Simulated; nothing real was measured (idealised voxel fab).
You're looking at the process module voxel ribs on slabs.
The width of the displayed cross-section, cut, is 225 nm; its cells are square, with a size of 5 nm.
Think of the cross-section as a grid of square cells. We describe it in bands, top to bottom, and each band covers one or more rows of those cells. Band entry format. Leading values: height of top, height of bottom, nm. Remainder: materials in left-to-right order, each with its width in nm. Special words: "full width" on a single material, which then fills the band edge to edge; "empty", empty space. All heights in this document are referenced to 0, defined as the level beneath which the wafer, as received, consists entirely of one material. The lowest band is not bounded below; it extends indefinitely downward and is written in the form "0 and below". A width given as "30->40" starts at the first number in the band's top row and ends at the second number in its bottom row, shifting by an equal amount at every step from row to row. "changes: none", as given for a step, is the statement that not any cell of the cross-section underwent a change during that step. Any empty space of 8 cells or more lacking an open way to the top shows up in "Enclosed void listing" as width x height at distance, distance from the left edge, in nm. Where a step's line continues beyond its settings, the continuation is a remark by the simulator itself on that step. overlay nm: for a step with a mask, the amount by which the mask lay right of where it was planned; a negative amount means left of it.

## Process steps - plan
1: RECEIVE, material Si
2: DIRECTIONAL_DEP, material SiO2, thk nm 20
3: DIRECTIONAL_DEP, material SiN, thk nm 25
4: PATTERN, tone cover, mask id RIB, material resist, width nm 15, thk nm 15, overlay nm 0
5: DIRECTIONAL_ETCH, etch materials SiN, depth nm 15
6: STRIP, etch materials resist
7: MASKED_ETCH, tone cover, mask id SLAB, width nm 65, etch materials SiN, depth nm 10, overlay nm 0
8: FILL_DEP, material SiO2, thk nm 25
9: CMP, height nm 65
10: DIRECTIONAL_DEP, material TiN, thk nm 10
11: MASKED_ETCH, tone cover, mask id HEATER, width nm 25, etch materials TiN, depth nm 10, overlay nm 0
12: CONFORMAL_DEP, material SiN, thk nm 10

## First of two wafers, processed according to plan

## Here's what the wafer looked like in cross-section when it arrived - that's after step 1
  0 and below: Si full width
  Enclosed void listing: none

## Sectional view: wafer, after step 2
  20 down to 0: SiO2 full width
  Everything below 0 is unchanged.

## Sectional view: wafer, after step 3
  45 down to 20: SiN full width
  Everything below 20 is unchanged.

## Sectional view: wafer, after step 4
  60 down to 45: empty=105 | resist=15 | empty=105
  Everything below 45 is unchanged.

## Sectional view: wafer, after step 5
  60 down to 45: empty=105 | resist=15 | empty=105
  45 down to 30: empty=105 | SiN=15 | empty=105
  Everything below 30 is unchanged.

## Sectional view: wafer, after step 6
  45 down to 30: empty=105 | SiN=15 | empty=105
  Everything below 30 is unchanged.

## Sectional view: wafer, after step 7
  45 down to 30: empty=105 | SiN=15 | empty=105
  30 down to 20: empty=80 | SiN=65 | empty=80
  Everything below 20 is unchanged.

## Sectional view: wafer, after step 8
  70 down to 45: SiO2 full width
  45 down to 30: SiO2=105 | SiN=15 | SiO2=105
  30 down to 20: SiO2=80 | SiN=65 | SiO2=80
  Everything below 20 is unchanged.

## Sectional view: wafer, after step 9
  65 down to 45: SiO2 full width
  Everything below 45 is unchanged.

## Sectional view: wafer, after step 10
  75 down to 65: TiN full width
  Everything below 65 is unchanged.

## Sectional view: wafer, after step 11
  75 down to 65: empty=100 | TiN=25 | empty=100
  Everything below 65 is unchanged.

## Sectional view: wafer, after step 12
  85 down to 75: empty=90 | SiN=45 | empty=90
  75 down to 65: SiN=100 | TiN=25 | SiN=100
  Everything below 65 is unchanged.

## It is to be noted that the second wafer proceeded from the same initial state and according to the same plan as the first, although one mistake was committed in its execution; through step 6, inclusive, the two wafers share an identical history

## Second wafer, cross-section, planned end of step 7
  45 down to 30: empty=105 | SiN=15 | empty=105
  30 down to 20: empty=85 | SiN=60 | empty=80
  Everything below 20 is unchanged.

## Second wafer, cross-section, planned end of step 8
  70 down to 45: SiO2 full width
  45 down to 30: SiO2=105 | SiN=15 | SiO2=105
  30 down to 20: SiO2=85 | SiN=60 | SiO2=80
  Everything below 20 is unchanged.

## Second wafer, cross-section, planned end of step 9
  65 down to 45: SiO2 full width
  Everything below 45 is unchanged.

## Second wafer, cross-section, planned end of step 10
  75 down to 65: TiN full width
  Everything below 65 is unchanged.

## Second wafer, cross-section, planned end of step 11
  75 down to 65: empty=100 | TiN=25 | empty=100
  Everything below 65 is unchanged.

## Second wafer, cross-section, planned end of step 12
  85 down to 75: empty=90 | SiN=45 | empty=90
  75 down to 65: SiN=100 | TiN=25 | SiN=100
  Everything below 65 is unchanged.
what went wrong: step 7, actual vs plan mismatch, actual run MASKED_ETCH, tone cover, mask id SLAB, width nm 60, etch materials SiN, depth nm 10, overlay nm 0
Wrapping up, a cell-based count of both wafers puts the second over or under the first for these materials: 2 fewer of SiN; 2 more of SiO2
